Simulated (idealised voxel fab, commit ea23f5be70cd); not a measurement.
process module | voxel capacitor over wiring
cross-section cut | 285 nm wide | cells 5 nm
A cross-section is a grid of square cells, given in bands from the top down. A band is one or more rows of cells.
Each band's line starts with the height of the band's top and of its bottom, in nm. Then come its materials from left to right, each with its width in nm. One material with "throughout" fills the band from edge to edge. "air" is empty space.
Height 0 is the level under which the wafer as received is all one material. The lowest band goes on downwards, as in "0 down".
A width such as "30 to 40" changes by the same amount from each row of cells to the next, from the band's top row to its bottom row.
"no change" after a step means that no cell of the cross-section changed.
closed voids: empty space of 8 cells or more with no open way to the top, each as width x height at its distance from the left edge, in nm
after a step's settings: what the simulator itself notes on the step
overlay nm, on a step with a mask: how far to the right of its planned place the mask lay; to the left if negative
plan
1 op RECEIVE | material Si
2 op CONFORMAL_DEP | material SiO2 | thk nm 10
3 op CONFORMAL_DEP | material SiN | thk nm 5
4 op DIRECTIONAL_DEP | material SiO2 | thk nm 20
5 op MASKED_ETCH | tone open | mask id METAL_1 | width nm 30 | pitch nm 90 | etch materials SiO2 | depth nm 20 | overlay nm 0
6 op MASKED_ETCH | tone open | mask id METAL_1 | width nm 30 | pitch nm 90 | etch materials SiN | depth nm 5 | overlay nm 0
7 op CONFORMAL_DEP | material TiN | thk nm 5
8 op FILL_DEP | material W | thk nm 5
9 op CMP | height nm 35
10 op CONFORMAL_DEP | material SiCN | thk nm 5
11 op DIRECTIONAL_DEP | material SiO2 | thk nm 15
12 op PATTERN | tone open | mask id PLUG_1 | material resist | width nm 15 | thk nm 15 | overlay nm 0
13 op DIRECTIONAL_ETCH | etch materials SiO2 | depth nm 15
14 op DIRECTIONAL_ETCH | etch materials SiCN | depth nm 5
15 op STRIP | etch materials resist
16 op EPI | material Ru | thk nm 10
17 op EPI | material Ru | thk nm 10
18 op DIRECTIONAL_DEP | material TiN | thk nm 10
19 op DIRECTIONAL_DEP | material SiN | thk nm 5
20 op DIRECTIONAL_DEP | material TiN | thk nm 5
21 op DIRECTIONAL_DEP | material aC | thk nm 15
22 op PATTERN | tone cover | mask id UPPER_PLATE | material resist | width nm 65 | thk nm 30 | overlay nm 0
23 op DIRECTIONAL_ETCH | etch materials aC | depth nm 15
24 op STRIP | etch materials resist
25 op DIRECTIONAL_ETCH | etch materials TiN | depth nm 5
26 op DIRECTIONAL_ETCH | etch materials SiN | depth nm 5
27 op STRIP | etch materials aC
28 op DIRECTIONAL_DEP | material aC | thk nm 15
29 op PATTERN | tone cover | mask id LOWER_PLATE | material resist | width nm 75 | thk nm 35 | overlay nm 0
30 op DIRECTIONAL_ETCH | etch materials aC | depth nm 15
31 op STRIP | etch materials resist
32 op DIRECTIONAL_ETCH | etch materials TiN | depth nm 10
33 op STRIP | etch materials aC
34 op FILL_DEP | material SiO2 | thk nm 15
35 op CMP | height nm 85
36 op DIRECTIONAL_DEP | material aC | thk nm 15
37 op PATTERN | tone open | mask id PLUG_2 | material resist | width nm 15 | thk nm 35 | overlay nm 0
38 op DIRECTIONAL_ETCH | etch materials aC | depth nm 15
39 op STRIP | etch materials resist
40 op DIRECTIONAL_ETCH | etch materials SiO2 | depth nm 10
41 op STRIP | etch materials aC
42 op CONFORMAL_DEP | material TiN | thk nm 5
43 op FILL_DEP | material Ru | thk nm 5
44 op CMP | height nm 85
45 op CONFORMAL_DEP | material SiN | thk nm 5
first wafer, as planned
as received, after step 1
  0 down: Si throughout
  closed voids: none
after step 2
  10 to 0: SiO2 throughout
  below 0: unchanged
after step 3
  15 to 10: SiN throughout
  below 10: unchanged
after step 4
  35 to 15: SiO2 throughout
  below 15: unchanged
after step 5
  35 to 15: SiO2 80 | air 30 | SiO2 60 | air 30 | SiO2 85
  below 15: unchanged
after step 6
  35 to 15: SiO2 80 | air 30 | SiO2 60 | air 30 | SiO2 85
  15 to 10: SiN 80 | air 30 | SiN 60 | air 30 | SiN 85
  below 10: unchanged
after step 7
  40 to 35: TiN 85 | air 20 | TiN 70 | air 20 | TiN 90
  35 to 15: SiO2 80 | TiN 5 | air 20 | TiN 5 | SiO2 60 | TiN 5 | air 20 | TiN 5 | SiO2 85
  15 to 10: SiN 80 | TiN 30 | SiN 60 | TiN 30 | SiN 85
  below 10: unchanged
after step 8
  45 to 40: W throughout
  40 to 35: TiN 85 | W 20 | TiN 70 | W 20 | TiN 90
  35 to 15: SiO2 80 | TiN 5 | W 20 | TiN 5 | SiO2 60 | TiN 5 | W 20 | TiN 5 | SiO2 85
  below 15: unchanged
after step 9
  35 to 15: SiO2 80 | TiN 5 | W 20 | TiN 5 | SiO2 60 | TiN 5 | W 20 | TiN 5 | SiO2 85
  below 15: unchanged
after step 10
  40 to 35: SiCN throughout
  below 35: unchanged
after step 11
  55 to 40: SiO2 throughout
  below 40: unchanged
after step 12
  70 to 55: resist 95 | air 15 | resist 175
  below 55: unchanged
after step 13
  70 to 55: resist 95 | air 15 | resist 175
  55 to 40: SiO2 95 | air 15 | SiO2 175
  below 40: unchanged
after step 14
  70 to 55: resist 95 | air 15 | resist 175
  55 to 40: SiO2 95 | air 15 | SiO2 175
  40 to 35: SiCN 95 | air 15 | SiCN 175
  below 35: unchanged
after step 15
  55 to 40: SiO2 95 | air 15 | SiO2 175
  below 40: unchanged
after step 16
  55 to 45: SiO2 95 | air 15 | SiO2 175
  45 to 40: SiO2 95 | Ru 15 | SiO2 175
  40 to 35: SiCN 95 | Ru 15 | SiCN 175
  below 35: unchanged
after step 17
  55 to 40: SiO2 95 | Ru 15 | SiO2 175
  below 40: unchanged
after step 18
  65 to 55: TiN throughout
  below 55: unchanged
after step 19
  70 to 65: SiN throughout
  below 65: unchanged
after step 20
  75 to 70: TiN throughout
  below 70: unchanged
after step 21
  90 to 75: aC throughout
  below 75: unchanged
after step 22
  120 to 90: air 95 | resist 65 | air 125
  below 90: unchanged
after step 23
  105 to 90: air 95 | resist 65 | air 125
  90 to 75: air 95 | aC 65 | air 125
  below 75: unchanged
after step 24
  90 to 75: air 95 | aC 65 | air 125
  below 75: unchanged
after step 25
  90 to 75: air 95 | aC 65 | air 125
  75 to 70: air 95 | TiN 65 | air 125
  below 70: unchanged
after step 26
  90 to 75: air 95 | aC 65 | air 125
  75 to 70: air 95 | TiN 65 | air 125
  70 to 65: air 95 | SiN 65 | air 125
  below 65: unchanged
after step 27
  75 to 70: air 95 | TiN 65 | air 125
  below 70: unchanged
after step 28
  90 to 80: air 95 | aC 65 | air 125
  80 to 75: aC throughout
  75 to 70: aC 95 | TiN 65 | aC 125
  70 to 65: aC 95 | SiN 65 | aC 125
  below 65: unchanged
after step 29
  125 to 90: air 90 | resist 75 | air 120
  90 to 80: air 90 | resist 5 | aC 65 | resist 5 | air 120
  below 80: unchanged
after step 30
  110 to 90: air 90 | resist 75 | air 120
  90 to 80: air 90 | resist 5 | aC 65 | resist 5 | air 120
  80 to 75: air 90 | aC 75 | air 120
  75 to 70: air 90 | aC 5 | TiN 65 | aC 5 | air 120
  70 to 65: air 90 | aC 5 | SiN 65 | aC 5 | air 120
  below 65: unchanged
after step 31
  90 to 80: air 95 | aC 65 | air 125
  below 80: unchanged
after step 32
  90 to 80: air 95 | aC 65 | air 125
  80 to 75: air 90 | aC 75 | air 120
  75 to 70: air 90 | aC 5 | TiN 65 | aC 5 | air 120
  70 to 65: air 90 | aC 5 | SiN 65 | aC 5 | air 120
  65 to 55: air 90 | TiN 75 | air 120
  below 55: unchanged
after step 33
  75 to 70: air 95 | TiN 65 | air 125
  70 to 65: air 95 | SiN 65 | air 125
  below 65: unchanged
after step 34
  90 to 75: SiO2 throughout
  75 to 70: SiO2 95 | TiN 65 | SiO2 125
  70 to 65: SiO2 95 | SiN 65 | SiO2 125
  65 to 55: SiO2 90 | TiN 75 | SiO2 120
  below 55: unchanged
after step 35
  85 to 75: SiO2 throughout
  below 75: unchanged
after step 36
  100 to 85: aC throughout
  below 85: unchanged
after step 37
  135 to 100: resist 105 | air 15 | resist 165
  below 100: unchanged
after step 38
  120 to 100: resist 105 | air 15 | resist 165
  100 to 85: aC 105 | air 15 | aC 165
  below 85: unchanged
after step 39
  100 to 85: aC 105 | air 15 | aC 165
  below 85: unchanged
after step 40
  100 to 85: aC 105 | air 15 | aC 165
  85 to 75: SiO2 105 | air 15 | SiO2 165
  below 75: unchanged
after step 41
  85 to 75: SiO2 105 | air 15 | SiO2 165
  below 75: unchanged
after step 42
  90 to 85: TiN 110 | air 5 | TiN 170
  85 to 80: SiO2 105 | TiN 5 | air 5 | TiN 5 | SiO2 165
  80 to 70: SiO2 105 to 95 | TiN 15 to 65 | SiO2 165 to 125
  below 70: unchanged
after step 43
  95 to 90: Ru throughout
  90 to 85: TiN 110 | Ru 5 | TiN 170
  85 to 80: SiO2 105 | TiN 5 | Ru 5 | TiN 5 | SiO2 165
  below 80: unchanged
after step 44
  85 to 80: SiO2 105 | TiN 5 | Ru 5 | TiN 5 | SiO2 165
  below 80: unchanged
after step 45
  90 to 85: SiN throughout
  below 85: unchanged
second wafer: like start, like plan, one mistake. Through step 11 it matches the first wafer
when step 12 should have ended
  70 to 55: resist 90 | air 15 | resist 180
  below 55: unchanged
when step 13 should have ended
  70 to 55: resist 90 | air 15 | resist 180
  55 to 40: SiO2 90 | air 15 | SiO2 180
  below 40: unchanged
when step 14 should have ended
  70 to 55: resist 90 | air 15 | resist 180
  55 to 40: SiO2 90 | air 15 | SiO2 180
  40 to 35: SiCN 90 | air 15 | SiCN 180
  below 35: unchanged
when step 15 should have ended
  55 to 40: SiO2 90 | air 15 | SiO2 180
  below 40: unchanged
when step 16 should have ended
  55 to 45: SiO2 90 | air 15 | SiO2 180
  45 to 40: SiO2 90 | Ru 15 | SiO2 180
  40 to 35: SiCN 90 | Ru 15 | SiCN 180
  below 35: unchanged
when step 17 should have ended
  55 to 40: SiO2 90 | Ru 15 | SiO2 180
  below 40: unchanged
when step 18 should have ended
  65 to 55: TiN throughout
  below 55: unchanged
when step 19 should have ended
  70 to 65: SiN throughout
  below 65: unchanged
when step 20 should have ended
  75 to 70: TiN throughout
  below 70: unchanged
when step 21 should have ended
  90 to 75: aC throughout
  below 75: unchanged
when step 22 should have ended
  120 to 90: air 95 | resist 65 | air 125
  below 90: unchanged
when step 23 should have ended
  105 to 90: air 95 | resist 65 | air 125
  90 to 75: air 95 | aC 65 | air 125
  below 75: unchanged
when step 24 should have ended
  90 to 75: air 95 | aC 65 | air 125
  below 75: unchanged
when step 25 should have ended
  90 to 75: air 95 | aC 65 | air 125
  75 to 70: air 95 | TiN 65 | air 125
  below 70: unchanged
when step 26 should have ended
  90 to 75: air 95 | aC 65 | air 125
  75 to 70: air 95 | TiN 65 | air 125
  70 to 65: air 95 | SiN 65 | air 125
  below 65: unchanged
when step 27 should have ended
  75 to 70: air 95 | TiN 65 | air 125
  below 70: unchanged
when step 28 should have ended
  90 to 80: air 95 | aC 65 | air 125
  80 to 75: aC throughout
  75 to 70: aC 95 | TiN 65 | aC 125
  70 to 65: aC 95 | SiN 65 | aC 125
  below 65: unchanged
when step 29 should have ended
  125 to 90: air 90 | resist 75 | air 120
  90 to 80: air 90 | resist 5 | aC 65 | resist 5 | air 120
  below 80: unchanged
when step 30 should have ended
  110 to 90: air 90 | resist 75 | air 120
  90 to 80: air 90 | resist 5 | aC 65 | resist 5 | air 120
  80 to 75: air 90 | aC 75 | air 120
  75 to 70: air 90 | aC 5 | TiN 65 | aC 5 | air 120
  70 to 65: air 90 | aC 5 | SiN 65 | aC 5 | air 120
  below 65: unchanged
when step 31 should have ended
  90 to 80: air 95 | aC 65 | air 125
  below 80: unchanged
when step 32 should have ended
  90 to 80: air 95 | aC 65 | air 125
  80 to 75: air 90 | aC 75 | air 120
  75 to 70: air 90 | aC 5 | TiN 65 | aC 5 | air 120
  70 to 65: air 90 | aC 5 | SiN 65 | aC 5 | air 120
  65 to 55: air 90 | TiN 75 | air 120
  below 55: unchanged
when step 33 should have ended
  75 to 70: air 95 | TiN 65 | air 125
  70 to 65: air 95 | SiN 65 | air 125
  below 65: unchanged
when step 34 should have ended
  90 to 75: SiO2 throughout
  75 to 70: SiO2 95 | TiN 65 | SiO2 125
  70 to 65: SiO2 95 | SiN 65 | SiO2 125
  65 to 55: SiO2 90 | TiN 75 | SiO2 120
  below 55: unchanged
when step 35 should have ended
  85 to 75: SiO2 throughout
  below 75: unchanged
when step 36 should have ended
  100 to 85: aC throughout
  below 85: unchanged
when step 37 should have ended
  135 to 100: resist 105 | air 15 | resist 165
  below 100: unchanged
when step 38 should have ended
  120 to 100: resist 105 | air 15 | resist 165
  100 to 85: aC 105 | air 15 | aC 165
  below 85: unchanged
when step 39 should have ended
  100 to 85: aC 105 | air 15 | aC 165
  below 85: unchanged
when step 40 should have ended
  100 to 85: aC 105 | air 15 | aC 165
  85 to 75: SiO2 105 | air 15 | SiO2 165
  below 75: unchanged
when step 41 should have ended
  85 to 75: SiO2 105 | air 15 | SiO2 165
  below 75: unchanged
when step 42 should have ended
  90 to 85: TiN 110 | air 5 | TiN 170
  85 to 80: SiO2 105 | TiN 5 | air 5 | TiN 5 | SiO2 165
  80 to 70: SiO2 105 to 95 | TiN 15 to 65 | SiO2 165 to 125
  below 70: unchanged
when step 43 should have ended
  95 to 90: Ru throughout
  90 to 85: TiN 110 | Ru 5 | TiN 170
  85 to 80: SiO2 105 | TiN 5 | Ru 5 | TiN 5 | SiO2 165
  below 80: unchanged
when step 44 should have ended
  85 to 80: SiO2 105 | TiN 5 | Ru 5 | TiN 5 | SiO2 165
  below 80: unchanged
when step 45 should have ended
  90 to 85: SiN throughout
  below 85: unchanged
what went wrong: step 12 ran as: op PATTERN | tone open | mask id PLUG_1 | material resist | width nm 15 | thk nm 15 | overlay nm -5
at the end the second wafer has, in cells: as many of each material as the first, in other places
